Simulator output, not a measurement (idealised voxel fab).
Process module name: voxel gate over fins
Xsec cut, 220 nm wide, square cell size 5 nm.
Cross-section = grid of square cells, listed top down in bands; band = one or more rows. Read a band's entry like this: the first values are the height of its top and the height of its bottom in nm, and what follows is the sequence of materials from left to right, each with its width in nm. Note that "air" is empty space, and that a single material marked "edge to edge" reaches across the band from edge to edge. Heads up on the height convention: 0 is the point under which the incoming wafer is all one material, and the lowest band has no bottom, it just keeps going down, like "z 0 and below". A width given as "30->40" starts at the first number in the band's top row and ends at the second number in its bottom row, shifting by an equal amount at every step from row to row. Where a step carries "left unchanged", the cross-section came out of it unchanged, cell for cell. Empty spaces counting at least 8 cells and having no open way to the top are listed in "Enclosed void inventory". The notation width x height at distance is used for each, the distance being from the left edge and all three values in nm. Where a step's line continues beyond its settings, the continuation is a remark by the simulator itself on that step. When a step includes a mask, the "overlay nm" setting on its line states how far to the right of its planned place that mask lay, and negative values state how far to the left.

# Below is the list of planned process steps
1. RECEIVE with material Si
2. CONFORMAL_DEP with material SiN, thk nm 5
3. DIRECTIONAL_DEP with material aC, thk nm 15
4. PATTERN with tone cover, mask id FINS, material resist, width nm 15, pitch nm 45, thk nm 30, overlay nm 0
5. DIRECTIONAL_ETCH with etch materials aC, depth nm 15
6. STRIP with etch materials resist
7. DIRECTIONAL_ETCH with etch materials SiN, depth nm 5
8. DIRECTIONAL_ETCH with etch materials Si, depth nm 40
9. STRIP with etch materials aC
10. OXIDIZE with depth nm 5
11. FILL_DEP with material SiO2, thk nm 10
12. CMP with height nm 5
13. SELECTIVE_ETCH with etch materials SiO2, depth nm 20
14. STRIP with etch materials SiN
15. CONFORMAL_DEP with material HfO2, thk nm 5
16. CONFORMAL_DEP with material TiN, thk nm 5
17. FILL_DEP with material W, thk nm 15
18. CMP with height nm 20
19. CONFORMAL_DEP with material SiCN, thk nm 5

# Of two wafers, the first: run according to plan

# So this is the incoming wafer in cross-section - it's already been through step 1
  z 0 and below = Si edge to edge
  Enclosed void inventory: none

# So this is the wafer cross-section right after step 2
  z 5 to 0 = SiN edge to edge
  Whatever lies below 0 is exactly as it was before.

# So this is the wafer cross-section right after step 3
  z 20 to 5 = aC edge to edge
  Whatever lies below 5 is exactly as it was before.

# So this is the wafer cross-section right after step 4
  z 50 to 20 = 55 nm air; 15 nm resist; 30 nm air; 15 nm resist; 30 nm air; 15 nm resist; 60 nm air
  Whatever lies below 20 is exactly as it was before.

# So this is the wafer cross-section right after step 5
  z 35 to 20 = 55 nm air; 15 nm resist; 30 nm air; 15 nm resist; 30 nm air; 15 nm resist; 60 nm air
  z 20 to 5 = 55 nm air; 15 nm aC; 30 nm air; 15 nm aC; 30 nm air; 15 nm aC; 60 nm air
  Whatever lies below 5 is exactly as it was before.

# So this is the wafer cross-section right after step 6
  z 20 to 5 = 55 nm air; 15 nm aC; 30 nm air; 15 nm aC; 30 nm air; 15 nm aC; 60 nm air
  Whatever lies below 5 is exactly as it was before.

# So this is the wafer cross-section right after step 7
  z 20 to 5 = 55 nm air; 15 nm aC; 30 nm air; 15 nm aC; 30 nm air; 15 nm aC; 60 nm air
  z 5 to 0 = 55 nm air; 15 nm SiN; 30 nm air; 15 nm SiN; 30 nm air; 15 nm SiN; 60 nm air
  Whatever lies below 0 is exactly as it was before.

# So this is the wafer cross-section right after step 8
  z 20 to 5 = 55 nm air; 15 nm aC; 30 nm air; 15 nm aC; 30 nm air; 15 nm aC; 60 nm air
  z 5 to 0 = 55 nm air; 15 nm SiN; 30 nm air; 15 nm SiN; 30 nm air; 15 nm SiN; 60 nm air
  z 0 to -40 = 55 nm air; 15 nm Si; 30 nm air; 15 nm Si; 30 nm air; 15 nm Si; 60 nm air
  Whatever lies below -40 is exactly as it was before.

# So this is the wafer cross-section right after step 9
  z 5 to 0 = 55 nm air; 15 nm SiN; 30 nm air; 15 nm SiN; 30 nm air; 15 nm SiN; 60 nm air
  Whatever lies below 0 is exactly as it was before.

# So this is the wafer cross-section right after step 10
  z 5 to 0 = 55 nm air; 15 nm SiN; 30 nm air; 15 nm SiN; 30 nm air; 15 nm SiN; 60 nm air
  z 0 to -40 = 55 nm air; 5 nm SiO2; 5 nm Si; 5 nm SiO2; 30 nm air; 5 nm SiO2; 5 nm Si; 5 nm SiO2; 30 nm air; 5 nm SiO2; 5 nm Si; 5 nm SiO2; 60 nm air
  z -40 to -45 = 60 nm SiO2; 5 nm Si; 40 nm SiO2; 5 nm Si; 40 nm SiO2; 5 nm Si; 65 nm SiO2
  Whatever lies below -45 is exactly as it was before.

# So this is the wafer cross-section right after step 11
  z 15 to 5 = SiO2 edge to edge
  z 5 to 0 = 55 nm SiO2; 15 nm SiN; 30 nm SiO2; 15 nm SiN; 30 nm SiO2; 15 nm SiN; 60 nm SiO2
  z 0 to -45 = 60 nm SiO2; 5 nm Si; 40 nm SiO2; 5 nm Si; 40 nm SiO2; 5 nm Si; 65 nm SiO2
  Whatever lies below -45 is exactly as it was before.

# So this is the wafer cross-section right after step 12
  z 5 to 0 = 55 nm SiO2; 15 nm SiN; 30 nm SiO2; 15 nm SiN; 30 nm SiO2; 15 nm SiN; 60 nm SiO2
  Whatever lies below 0 is exactly as it was before.

# So this is the wafer cross-section right after step 13
  z 5 to 0 = 55 nm air; 15 nm SiN; 30 nm air; 15 nm SiN; 30 nm air; 15 nm SiN; 60 nm air
  z 0 to -15 = 60 nm air; 5 nm Si; 40 nm air; 5 nm Si; 40 nm air; 5 nm Si; 65 nm air
  Whatever lies below -15 is exactly as it was before.

# So this is the wafer cross-section right after step 14
  z 0 to -15 = 60 nm air; 5 nm Si; 40 nm air; 5 nm Si; 40 nm air; 5 nm Si; 65 nm air
  Whatever lies below -15 is exactly as it was before.

# So this is the wafer cross-section right after step 15
  z 5 to 0 = 55 nm air; 15 nm HfO2; 30 nm air; 15 nm HfO2; 30 nm air; 15 nm HfO2; 60 nm air
  z 0 to -10 = 55 nm air; 5 nm HfO2; 5 nm Si; 5 nm HfO2; 30 nm air; 5 nm HfO2; 5 nm Si; 5 nm HfO2; 30 nm air; 5 nm HfO2; 5 nm Si; 5 nm HfO2; 60 nm air
  z -10 to -15 = 60 nm HfO2; 5 nm Si; 40 nm HfO2; 5 nm Si; 40 nm HfO2; 5 nm Si; 65 nm HfO2
  Whatever lies below -15 is exactly as it was before.

# So this is the wafer cross-section right after step 16
  z 10 to 5 = 50 nm air; 25 nm TiN; 20 nm air; 25 nm TiN; 20 nm air; 25 nm TiN; 55 nm air
  z 5 to 0 = 50 nm air; 5 nm TiN; 15 nm HfO2; 5 nm TiN; 20 nm air; 5 nm TiN; 15 nm HfO2; 5 nm TiN; 20 nm air; 5 nm TiN; 15 nm HfO2; 5 nm TiN; 55 nm air
  z 0 to -5 = 50 nm air; 5 nm TiN; 5 nm HfO2; 5 nm Si; 5 nm HfO2; 5 nm TiN; 20 nm air; 5 nm TiN; 5 nm HfO2; 5 nm Si; 5 nm HfO2; 5 nm TiN; 20 nm air; 5 nm TiN; 5 nm HfO2; 5 nm Si; 5 nm HfO2; 5 nm TiN; 55 nm air
  z -5 to -10 = 55 nm TiN; 5 nm HfO2; 5 nm Si; 5 nm HfO2; 30 nm TiN; 5 nm HfO2; 5 nm Si; 5 nm HfO2; 30 nm TiN; 5 nm HfO2; 5 nm Si; 5 nm HfO2; 60 nm TiN
  Whatever lies below -10 is exactly as it was before.

# So this is the wafer cross-section right after step 17
  z 25 to 10 = W edge to edge
  z 10 to 5 = 50 nm W; 25 nm TiN; 20 nm W; 25 nm TiN; 20 nm W; 25 nm TiN; 55 nm W
  z 5 to 0 = 50 nm W; 5 nm TiN; 15 nm HfO2; 5 nm TiN; 20 nm W; 5 nm TiN; 15 nm HfO2; 5 nm TiN; 20 nm W; 5 nm TiN; 15 nm HfO2; 5 nm TiN; 55 nm W
  z 0 to -5 = 50 nm W; 5 nm TiN; 5 nm HfO2; 5 nm Si; 5 nm HfO2; 5 nm TiN; 20 nm W; 5 nm TiN; 5 nm HfO2; 5 nm Si; 5 nm HfO2; 5 nm TiN; 20 nm W; 5 nm TiN; 5 nm HfO2; 5 nm Si; 5 nm HfO2; 5 nm TiN; 55 nm W
  Whatever lies below -5 is exactly as it was before.

# So this is the wafer cross-section right after step 18
  z 20 to 10 = W edge to edge
  Whatever lies below 10 is exactly as it was before.

# So this is the wafer cross-section right after step 19
  z 25 to 20 = SiCN edge to edge
  Whatever lies below 20 is exactly as it was before.

# Here the second wafer is described. Its start and its plan were those of the first wafer. Its run contained one mistake. Up to and including step 12, it did exactly what the first wafer did

# Second wafer cross-section, taken as of the time the plan sets for step 13 to be done
  z 5 to 0 = 55 nm air; 15 nm SiN; 30 nm air; 15 nm SiN; 30 nm air; 15 nm SiN; 60 nm air
  z 0 to -35 = 60 nm air; 5 nm Si; 40 nm air; 5 nm Si; 40 nm air; 5 nm Si; 65 nm air
  Whatever lies below -35 is exactly as it was before.

# Second wafer cross-section, taken as of the time the plan sets for step 14 to be done
  z 0 to -35 = 60 nm air; 5 nm Si; 40 nm air; 5 nm Si; 40 nm air; 5 nm Si; 65 nm air
  Whatever lies below -35 is exactly as it was before.

# Second wafer cross-section, taken as of the time the plan sets for step 15 to be done
  z 5 to 0 = 55 nm air; 15 nm HfO2; 30 nm air; 15 nm HfO2; 30 nm air; 15 nm HfO2; 60 nm air
  z 0 to -30 = 55 nm air; 5 nm HfO2; 5 nm Si; 5 nm HfO2; 30 nm air; 5 nm HfO2; 5 nm Si; 5 nm HfO2; 30 nm air; 5 nm HfO2; 5 nm Si; 5 nm HfO2; 60 nm air
  z -30 to -35 = 60 nm HfO2; 5 nm Si; 40 nm HfO2; 5 nm Si; 40 nm HfO2; 5 nm Si; 65 nm HfO2
  Whatever lies below -35 is exactly as it was before.

# Second wafer cross-section, taken as of the time the plan sets for step 16 to be done
  z 10 to 5 = 50 nm air; 25 nm TiN; 20 nm air; 25 nm TiN; 20 nm air; 25 nm TiN; 55 nm air
  z 5 to 0 = 50 nm air; 5 nm TiN; 15 nm HfO2; 5 nm TiN; 20 nm air; 5 nm TiN; 15 nm HfO2; 5 nm TiN; 20 nm air; 5 nm TiN; 15 nm HfO2; 5 nm TiN; 55 nm air
  z 0 to -25 = 50 nm air; 5 nm TiN; 5 nm HfO2; 5 nm Si; 5 nm HfO2; 5 nm TiN; 20 nm air; 5 nm TiN; 5 nm HfO2; 5 nm Si; 5 nm HfO2; 5 nm TiN; 20 nm air; 5 nm TiN; 5 nm HfO2; 5 nm Si; 5 nm HfO2; 5 nm TiN; 55 nm air
  z -25 to -30 = 55 nm TiN; 5 nm HfO2; 5 nm Si; 5 nm HfO2; 30 nm TiN; 5 nm HfO2; 5 nm Si; 5 nm HfO2; 30 nm TiN; 5 nm HfO2; 5 nm Si; 5 nm HfO2; 60 nm TiN
  Whatever lies below -30 is exactly as it was before.

# Second wafer cross-section, taken as of the time the plan sets for step 17 to be done
  z 25 to 10 = W edge to edge
  z 10 to 5 = 50 nm W; 25 nm TiN; 20 nm W; 25 nm TiN; 20 nm W; 25 nm TiN; 55 nm W
  z 5 to 0 = 50 nm W; 5 nm TiN; 15 nm HfO2; 5 nm TiN; 20 nm W; 5 nm TiN; 15 nm HfO2; 5 nm TiN; 20 nm W; 5 nm TiN; 15 nm HfO2; 5 nm TiN; 55 nm W
  z 0 to -25 = 50 nm W; 5 nm TiN; 5 nm HfO2; 5 nm Si; 5 nm HfO2; 5 nm TiN; 20 nm W; 5 nm TiN; 5 nm HfO2; 5 nm Si; 5 nm HfO2; 5 nm TiN; 20 nm W; 5 nm TiN; 5 nm HfO2; 5 nm Si; 5 nm HfO2; 5 nm TiN; 55 nm W
  Whatever lies below -25 is exactly as it was before.

# Second wafer cross-section, taken as of the time the plan sets for step 18 to be done
  z 20 to 10 = W edge to edge
  Whatever lies below 10 is exactly as it was before.

# Second wafer cross-section, taken as of the time the plan sets for step 19 to be done
  z 25 to 20 = SiCN edge to edge
  Whatever lies below 20 is exactly as it was before.
Processing error: step 13 from the plan got run twice
Bottom line after processing is that, in cells, the second wafer is up or down on some materials versus the first: HfO2 +24; SiO2 -164; TiN +24; W +116
